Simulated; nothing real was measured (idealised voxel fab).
The following is a process module called voxel capacitor over wiring.
245 nm wide, 5 nm square cells: that's cross-section cut.
Cross-section = grid of square cells, listed top down in bands; band = one or more rows. In this notation a band is specified by the heights of its top and bottom, in that order and in nm, after which its materials appear from left to right, each paired with its width in nm. The word "edge to edge" attached to a single material means that material fills the band from edge to edge; the word "air" stands for empty space. All heights in this document are referenced to 0, defined as the level beneath which the wafer, as received, consists entirely of one material. The lowest band is not bounded below; it extends indefinitely downward and is written in the form "0 and below". You'd read "30 to 40" like this: the band's top row of cells is as wide as the first number, its bottom row is as wide as the second, and going down, every row changes width by the same amount as the row before did. Given "nothing changed" for a step, no cell of the cross-section differs between before and after that step. Enclosed voids (no open way to top), threshold 8 cells or more, entry "Enclosed void listing", notation width x height at distance, distance from left edge, nm. Anything after a step's settings on that line? It's the simulator's own note about the step. overlay nm: mask offset rightward from planned place, masked step; negative means leftward offset.
[Planned step list for the process]
step 1: RECEIVE,material Si
step 2: CONFORMAL_DEP,material SiO2,thk nm 15
step 3: DIRECTIONAL_DEP,material TiN,thk nm 5
step 4: DIRECTIONAL_DEP,material Ru,thk nm 20
step 5: PATTERN,tone cover,mask id METAL_1,material resist,width nm 25,pitch nm 75,thk nm 20,overlay nm 0
step 6: DIRECTIONAL_ETCH,etch materials Ru,depth nm 20
step 7: DIRECTIONAL_ETCH,etch materials TiN,depth nm 5
step 8: STRIP,etch materials resist
step 9: CONFORMAL_DEP,material SiN,thk nm 5
step 10: FILL_DEP,material lowk,thk nm 10
step 11: CMP,height nm 40
step 12: CONFORMAL_DEP,material SiCN,thk nm 5
step 13: DIRECTIONAL_DEP,material SiO2,thk nm 10
step 14: PATTERN,tone open,mask id PLUG_1,material resist,width nm 15,thk nm 20,overlay nm 0
step 15: DIRECTIONAL_ETCH,etch materials SiO2,depth nm 10
step 16: DIRECTIONAL_ETCH,etch materials SiCN,depth nm 5
step 17: STRIP,etch materials resist
step 18: CONFORMAL_DEP,material TiN,thk nm 5
step 19: FILL_DEP,material Ru,thk nm 5
step 20: CMP,height nm 55
step 21: DIRECTIONAL_DEP,material TiN,thk nm 5
step 22: DIRECTIONAL_DEP,material HfO2,thk nm 5
step 23: DIRECTIONAL_DEP,material TiN,thk nm 10
step 24: DIRECTIONAL_DEP,material aC,thk nm 10
step 25: PATTERN,tone cover,mask id UPPER_PLATE,material resist,width nm 55,thk nm 30,overlay nm 0
step 26: DIRECTIONAL_ETCH,etch materials aC,depth nm 10
step 27: STRIP,etch materials resist
step 28: DIRECTIONAL_ETCH,etch materials TiN,depth nm 10
step 29: DIRECTIONAL_ETCH,etch materials HfO2,depth nm 5
step 30: STRIP,etch materials aC
step 31: DIRECTIONAL_DEP,material aC,thk nm 15
step 32: PATTERN,tone cover,mask id LOWER_PLATE,material resist,width nm 65,thk nm 30,overlay nm 0
step 33: DIRECTIONAL_ETCH,etch materials aC,depth nm 15
step 34: STRIP,etch materials resist
step 35: DIRECTIONAL_ETCH,etch materials TiN,depth nm 5
step 36: STRIP,etch materials aC
step 37: FILL_DEP,material SiO2,thk nm 20
step 38: CMP,height nm 90
step 39: DIRECTIONAL_DEP,material aC,thk nm 10
step 40: PATTERN,tone open,mask id PLUG_2,material resist,width nm 15,thk nm 30,overlay nm 0
step 41: DIRECTIONAL_ETCH,etch materials aC,depth nm 10
step 42: STRIP,etch materials resist
step 43: DIRECTIONAL_ETCH,etch materials SiO2,depth nm 15
step 44: STRIP,etch materials aC
step 45: CONFORMAL_DEP,material TiN,thk nm 5
step 46: FILL_DEP,material Cu,thk nm 10
step 47: CMP,height nm 90
step 48: CONFORMAL_DEP,material SiCN,thk nm 5
[First of the two wafers, run per plan]
[Cross-section of the wafer upon arrival, representing the state reached after step 1]
	0 and below = Si edge to edge
	Enclosed void listing: none
[Upon completion of step 2, the wafer appears in cross-section as shown]
	15 down to 0 = SiO2 edge to edge
	Beneath the level 0, the cross-section is identical to its previous state.
[Upon completion of step 3, the wafer appears in cross-section as shown]
	20 down to 15 = TiN edge to edge
	Beneath the level 15, the cross-section is identical to its previous state.
[Upon completion of step 4, the wafer appears in cross-section as shown]
	40 down to 20 = Ru edge to edge
	Beneath the level 20, the cross-section is identical to its previous state.
[Upon completion of step 5, the wafer appears in cross-section as shown]
	60 down to 40 = air: 70  resist: 25  air: 50  resist: 25  air: 75
	Beneath the level 40, the cross-section is identical to its previous state.
[Upon completion of step 6, the wafer appears in cross-section as shown]
	60 down to 40 = air: 70  resist: 25  air: 50  resist: 25  air: 75
	40 down to 20 = air: 70  Ru: 25  air: 50  Ru: 25  air: 75
	Beneath the level 20, the cross-section is identical to its previous state.
[Upon completion of step 7, the wafer appears in cross-section as shown]
	60 down to 40 = air: 70  resist: 25  air: 50  resist: 25  air: 75
	40 down to 20 = air: 70  Ru: 25  air: 50  Ru: 25  air: 75
	20 down to 15 = air: 70  TiN: 25  air: 50  TiN: 25  air: 75
	Beneath the level 15, the cross-section is identical to its previous state.
[Upon completion of step 8, the wafer appears in cross-section as shown]
	40 down to 20 = air: 70  Ru: 25  air: 50  Ru: 25  air: 75
	Beneath the level 20, the cross-section is identical to its previous state.
[Upon completion of step 9, the wafer appears in cross-section as shown]
	45 down to 40 = air: 65  SiN: 35  air: 40  SiN: 35  air: 70
	40 down to 20 = air: 65  SiN: 5  Ru: 25  SiN: 5  air: 40  SiN: 5  Ru: 25  SiN: 5  air: 70
	20 down to 15 = SiN: 70  TiN: 25  SiN: 50  TiN: 25  SiN: 75
	Beneath the level 15, the cross-section is identical to its previous state.
[Upon completion of step 10, the wafer appears in cross-section as shown]
	55 down to 45 = lowk edge to edge
	45 down to 40 = lowk: 65  SiN: 35  lowk: 40  SiN: 35  lowk: 70
	40 down to 20 = lowk: 65  SiN: 5  Ru: 25  SiN: 5  lowk: 40  SiN: 5  Ru: 25  SiN: 5  lowk: 70
	Beneath the level 20, the cross-section is identical to its previous state.
[Upon completion of step 11, the wafer appears in cross-section as shown]
	40 down to 20 = lowk: 65  SiN: 5  Ru: 25  SiN: 5  lowk: 40  SiN: 5  Ru: 25  SiN: 5  lowk: 70
	Beneath the level 20, the cross-section is identical to its previous state.
[Upon completion of step 12, the wafer appears in cross-section as shown]
	45 down to 40 = SiCN edge to edge
	Beneath the level 40, the cross-section is identical to its previous state.
[Upon completion of step 13, the wafer appears in cross-section as shown]
	55 down to 45 = SiO2 edge to edge
	Beneath the level 45, the cross-section is identical to its previous state.
[Upon completion of step 14, the wafer appears in cross-section as shown]
	75 down to 55 = resist: 80  air: 15  resist: 150
	Beneath the level 55, the cross-section is identical to its previous state.
[Upon completion of step 15, the wafer appears in cross-section as shown]
	75 down to 55 = resist: 80  air: 15  resist: 150
	55 down to 45 = SiO2: 80  air: 15  SiO2: 150
	Beneath the level 45, the cross-section is identical to its previous state.
[Upon completion of step 16, the wafer appears in cross-section as shown]
	75 down to 55 = resist: 80  air: 15  resist: 150
	55 down to 45 = SiO2: 80  air: 15  SiO2: 150
	45 down to 40 = SiCN: 80  air: 15  SiCN: 150
	Beneath the level 40, the cross-section is identical to its previous state.
[Upon completion of step 17, the wafer appears in cross-section as shown]
	55 down to 45 = SiO2: 80  air: 15  SiO2: 150
	Beneath the level 45, the cross-section is identical to its previous state.
[Upon completion of step 18, the wafer appears in cross-section as shown]
	60 down to 55 = TiN: 85  air: 5  TiN: 155
	55 down to 45 = SiO2: 80  TiN: 5  air: 5  TiN: 5  SiO2: 150
	45 down to 40 = SiCN: 80  TiN: 15  SiCN: 150
	Beneath the level 40, the cross-section is identical to its previous state.
[Upon completion of step 19, the wafer appears in cross-section as shown]
	65 down to 60 = Ru edge to edge
	60 down to 55 = TiN: 85  Ru: 5  TiN: 155
	55 down to 45 = SiO2: 80  TiN: 5  Ru: 5  TiN: 5  SiO2: 150
	Beneath the level 45, the cross-section is identical to its previous state.
[Upon completion of step 20, the wafer appears in cross-section as shown]
	55 down to 45 = SiO2: 80  TiN: 5  Ru: 5  TiN: 5  SiO2: 150
	Beneath the level 45, the cross-section is identical to its previous state.
[Upon completion of step 21, the wafer appears in cross-section as shown]
	60 down to 55 = TiN edge to edge
	Beneath the level 55, the cross-section is identical to its previous state.
[Upon completion of step 22, the wafer appears in cross-section as shown]
	65 down to 60 = HfO2 edge to edge
	Beneath the level 60, the cross-section is identical to its previous state.
[Upon completion of step 23, the wafer appears in cross-section as shown]
	75 down to 65 = TiN edge to edge
	Beneath the level 65, the cross-section is identical to its previous state.
[Upon completion of step 24, the wafer appears in cross-section as shown]
	85 down to 75 = aC edge to edge
	Beneath the level 75, the cross-section is identical to its previous state.
[Upon completion of step 25, the wafer appears in cross-section as shown]
	115 down to 85 = air: 80  resist: 55  air: 110
	Beneath the level 85, the cross-section is identical to its previous state.
[Upon completion of step 26, the wafer appears in cross-section as shown]
	105 down to 85 = air: 80  resist: 55  air: 110
	85 down to 75 = air: 80  aC: 55  air: 110
	Beneath the level 75, the cross-section is identical to its previous state.
[Upon completion of step 27, the wafer appears in cross-section as shown]
	85 down to 75 = air: 80  aC: 55  air: 110
	Beneath the level 75, the cross-section is identical to its previous state.
[Upon completion of step 28, the wafer appears in cross-section as shown]
	85 down to 75 = air: 80  aC: 55  air: 110
	75 down to 65 = air: 80  TiN: 55  air: 110
	Beneath the level 65, the cross-section is identical to its previous state.
[Upon completion of step 29, the wafer appears in cross-section as shown]
	85 down to 75 = air: 80  aC: 55  air: 110
	75 down to 65 = air: 80  TiN: 55  air: 110
	65 down to 60 = air: 80  HfO2: 55  air: 110
	Beneath the level 60, the cross-section is identical to its previous state.
[Upon completion of step 30, the wafer appears in cross-section as shown]
	75 down to 65 = air: 80  TiN: 55  air: 110
	Beneath the level 65, the cross-section is identical to its previous state.
[Upon completion of step 31, the wafer appears in cross-section as shown]
	90 down to 75 = air: 80  aC: 55  air: 110
	75 down to 65 = aC: 80  TiN: 55  aC: 110
	65 down to 60 = aC: 80  HfO2: 55  aC: 110
	Beneath the level 60, the cross-section is identical to its previous state.
[Upon completion of step 32, the wafer appears in cross-section as shown]
	120 down to 90 = air: 75  resist: 65  air: 105
	90 down to 75 = air: 75  resist: 5  aC: 55  resist: 5  air: 105
	Beneath the level 75, the cross-section is identical to its previous state.
[Upon completion of step 33, the wafer appears in cross-section as shown]
	105 down to 90 = air: 75  resist: 65  air: 105
	90 down to 75 = air: 75  resist: 5  aC: 55  resist: 5  air: 105
	75 down to 65 = air: 75  aC: 5  TiN: 55  aC: 5  air: 105
	65 down to 60 = air: 75  aC: 5  HfO2: 55  aC: 5  air: 105
	Beneath the level 60, the cross-section is identical to its previous state.
[Upon completion of step 34, the wafer appears in cross-section as shown]
	90 down to 75 = air: 80  aC: 55  air: 110
	Beneath the level 75, the cross-section is identical to its previous state.
[Upon completion of step 35, the wafer appears in cross-section as shown]
	90 down to 75 = air: 80  aC: 55  air: 110
	75 down to 65 = air: 75  aC: 5  TiN: 55  aC: 5  air: 105
	65 down to 60 = air: 75  aC: 5  HfO2: 55  aC: 5  air: 105
	60 down to 55 = air: 75  TiN: 65  air: 105
	Beneath the level 55, the cross-section is identical to its previous state.
[Upon completion of step 36, the wafer appears in cross-section as shown]
	75 down to 65 = air: 80  TiN: 55  air: 110
	65 down to 60 = air: 80  HfO2: 55  air: 110
	Beneath the level 60, the cross-section is identical to its previous state.
[Upon completion of step 37, the wafer appears in cross-section as shown]
	95 down to 75 = SiO2 edge to edge
	75 down to 65 = SiO2: 80  TiN: 55  SiO2: 110
	65 down to 60 = SiO2: 80  HfO2: 55  SiO2: 110
	60 down to 55 = SiO2: 75  TiN: 65  SiO2: 105
	Beneath the level 55, the cross-section is identical to its previous state.
[Upon completion of step 38, the wafer appears in cross-section as shown]
	90 down to 75 = SiO2 edge to edge
	Beneath the level 75, the cross-section is identical to its previous state.
[Upon completion of step 39, the wafer appears in cross-section as shown]
	100 down to 90 = aC edge to edge
	Beneath the level 90, the cross-section is identical to its previous state.
[Upon completion of step 40, the wafer appears in cross-section as shown]
	130 down to 100 = resist: 90  air: 15  resist: 140
	Beneath the level 100, the cross-section is identical to its previous state.
[Upon completion of step 41, the wafer appears in cross-section as shown]
	120 down to 100 = resist: 90  air: 15  resist: 140
	100 down to 90 = aC: 90  air: 15  aC: 140
	Beneath the level 90, the cross-section is identical to its previous state.
[Upon completion of step 42, the wafer appears in cross-section as shown]
	100 down to 90 = aC: 90  air: 15  aC: 140
	Beneath the level 90, the cross-section is identical to its previous state.
[Upon completion of step 43, the wafer appears in cross-section as shown]
	100 down to 90 = aC: 90  air: 15  aC: 140
	90 down to 75 = SiO2: 90  air: 15  SiO2: 140
	Beneath the level 75, the cross-section is identical to its previous state.
[Upon completion of step 44, the wafer appears in cross-section as shown]
	90 down to 75 = SiO2: 90  air: 15  SiO2: 140
	Beneath the level 75, the cross-section is identical to its previous state.
[Upon completion of step 45, the wafer appears in cross-section as shown]
	95 down to 90 = TiN: 95  air: 5  TiN: 145
	90 down to 80 = SiO2: 90  TiN: 5  air: 5  TiN: 5  SiO2: 140
	80 down to 75 = SiO2: 90  TiN: 15  SiO2: 140
	Beneath the level 75, the cross-section is identical to its previous state.
[Upon completion of step 46, the wafer appears in cross-section as shown]
	105 down to 95 = Cu edge to edge
	95 down to 90 = TiN: 95  Cu: 5  TiN: 145
	90 down to 80 = SiO2: 90  TiN: 5  Cu: 5  TiN: 5  SiO2: 140
	Beneath the level 80, the cross-section is identical to its previous state.
[Upon completion of step 47, the wafer appears in cross-section as shown]
	90 down to 80 = SiO2: 90  TiN: 5  Cu: 5  TiN: 5  SiO2: 140
	Beneath the level 80, the cross-section is identical to its previous state.
[Upon completion of step 48, the wafer appears in cross-section as shown]
	95 down to 90 = SiCN edge to edge
	Beneath the level 90, the cross-section is identical to its previous state.
[The remaining wafer, second of the two, started like the first and was run to the same plan, except that one mistake was made along the way; the two coincide through step 21, inclusive]
[The second wafer in cross-section, at the planned close of step 22]
	75 down to 60 = HfO2 edge to edge
	Beneath the level 60, the cross-section is identical to its previous state.
[The second wafer in cross-section, at the planned close of step 23]
	85 down to 75 = TiN edge to edge
	Beneath the level 75, the cross-section is identical to its previous state.
[The second wafer in cross-section, at the planned close of step 24]
	95 down to 85 = aC edge to edge
	Beneath the level 85, the cross-section is identical to its previous state.
[The second wafer in cross-section, at the planned close of step 25]
	125 down to 95 = air: 80  resist: 55  air: 110
	Beneath the level 95, the cross-section is identical to its previous state.
[The second wafer in cross-section, at the planned close of step 26]
	115 down to 95 = air: 80  resist: 55  air: 110
	95 down to 85 = air: 80  aC: 55  air: 110
	Beneath the level 85, the cross-section is identical to its previous state.
[The second wafer in cross-section, at the planned close of step 27]
	95 down to 85 = air: 80  aC: 55  air: 110
	Beneath the level 85, the cross-section is identical to its previous state.
[The second wafer in cross-section, at the planned close of step 28]
	95 down to 85 = air: 80  aC: 55  air: 110
	85 down to 75 = air: 80  TiN: 55  air: 110
	Beneath the level 75, the cross-section is identical to its previous state.
[The second wafer in cross-section, at the planned close of step 29]
	95 down to 85 = air: 80  aC: 55  air: 110
	85 down to 75 = air: 80  TiN: 55  air: 110
	75 down to 70 = air: 80  HfO2: 55  air: 110
	Beneath the level 70, the cross-section is identical to its previous state.
[The second wafer in cross-section, at the planned close of step 30]
	85 down to 75 = air: 80  TiN: 55  air: 110
	Beneath the level 75, the cross-section is identical to its previous state.
[The second wafer in cross-section, at the planned close of step 31]
	100 down to 85 = air: 80  aC: 55  air: 110
	85 down to 75 = aC: 80  TiN: 55  aC: 110
	75 down to 70 = aC: 80  HfO2: 55  aC: 110
	Beneath the level 70, the cross-section is identical to its previous state.
[The second wafer in cross-section, at the planned close of step 32]
	130 down to 100 = air: 75  resist: 65  air: 105
	100 down to 85 = air: 75  resist: 5  aC: 55  resist: 5  air: 105
	Beneath the level 85, the cross-section is identical to its previous state.
[The second wafer in cross-section, at the planned close of step 33]
	115 down to 100 = air: 75  resist: 65  air: 105
	100 down to 85 = air: 75  resist: 5  aC: 55  resist: 5  air: 105
	85 down to 75 = air: 75  aC: 5  TiN: 55  aC: 5  air: 105
	75 down to 70 = air: 75  aC: 5  HfO2: 55  aC: 5  air: 105
	Beneath the level 70, the cross-section is identical to its previous state.
[The second wafer in cross-section, at the planned close of step 34]
	100 down to 85 = air: 80  aC: 55  air: 110
	Beneath the level 85, the cross-section is identical to its previous state.
The second wafer in cross-section, at the planned close of step 35: nothing changed
[The second wafer in cross-section, at the planned close of step 36]
	85 down to 75 = air: 80  TiN: 55  air: 110
	75 down to 70 = air: 80  HfO2: 55  air: 110
	Beneath the level 70, the cross-section is identical to its previous state.
[The second wafer in cross-section, at the planned close of step 37]
	105 down to 85 = SiO2 edge to edge
	85 down to 75 = SiO2: 80  TiN: 55  SiO2: 110
	75 down to 70 = SiO2: 80  HfO2: 55  SiO2: 110
	Beneath the level 70, the cross-section is identical to its previous state.
[The second wafer in cross-section, at the planned close of step 38]
	90 down to 85 = SiO2 edge to edge
	Beneath the level 85, the cross-section is identical to its previous state.
[The second wafer in cross-section, at the planned close of step 39]
	100 down to 90 = aC edge to edge
	Beneath the level 90, the cross-section is identical to its previous state.
[The second wafer in cross-section, at the planned close of step 40]
	130 down to 100 = resist: 90  air: 15  resist: 140
	Beneath the level 100, the cross-section is identical to its previous state.
[The second wafer in cross-section, at the planned close of step 41]
	120 down to 100 = resist: 90  air: 15  resist: 140
	100 down to 90 = aC: 90  air: 15  aC: 140
	Beneath the level 90, the cross-section is identical to its previous state.
[The second wafer in cross-section, at the planned close of step 42]
	100 down to 90 = aC: 90  air: 15  aC: 140
	Beneath the level 90, the cross-section is identical to its previous state.
[The second wafer in cross-section, at the planned close of step 43]
	100 down to 90 = aC: 90  air: 15  aC: 140
	90 down to 85 = SiO2: 90  air: 15  SiO2: 140
	Beneath the level 85, the cross-section is identical to its previous state.
[The second wafer in cross-section, at the planned close of step 44]
	90 down to 85 = SiO2: 90  air: 15  SiO2: 140
	Beneath the level 85, the cross-section is identical to its previous state.
[The second wafer in cross-section, at the planned close of step 45]
	95 down to 90 = TiN: 95  air: 5  TiN: 145
	90 down to 85 = SiO2: 90  TiN: 15  SiO2: 140
	Beneath the level 85, the cross-section is identical to its previous state.
[The second wafer in cross-section, at the planned close of step 46]
	105 down to 95 = Cu edge to edge
	95 down to 90 = TiN: 95  Cu: 5  TiN: 145
	Beneath the level 90, the cross-section is identical to its previous state.
[The second wafer in cross-section, at the planned close of step 47]
	90 down to 85 = SiO2: 90  TiN: 15  SiO2: 140
	Beneath the level 85, the cross-section is identical to its previous state.
[The second wafer in cross-section, at the planned close of step 48]
	95 down to 90 = SiCN edge to edge
	Beneath the level 90, the cross-section is identical to its previous state.
It is concluded that the wafer was processed incorrectly with respect to the plan, in that step 22 ran as: DIRECTIONAL_DEP,material HfO2,thk nm 15
In the final state, the cell counts of the second wafer exceed or fall short of those of the first for the following materials: Cu -2 | HfO2 +98 | SiO2 -128 | TiN +32
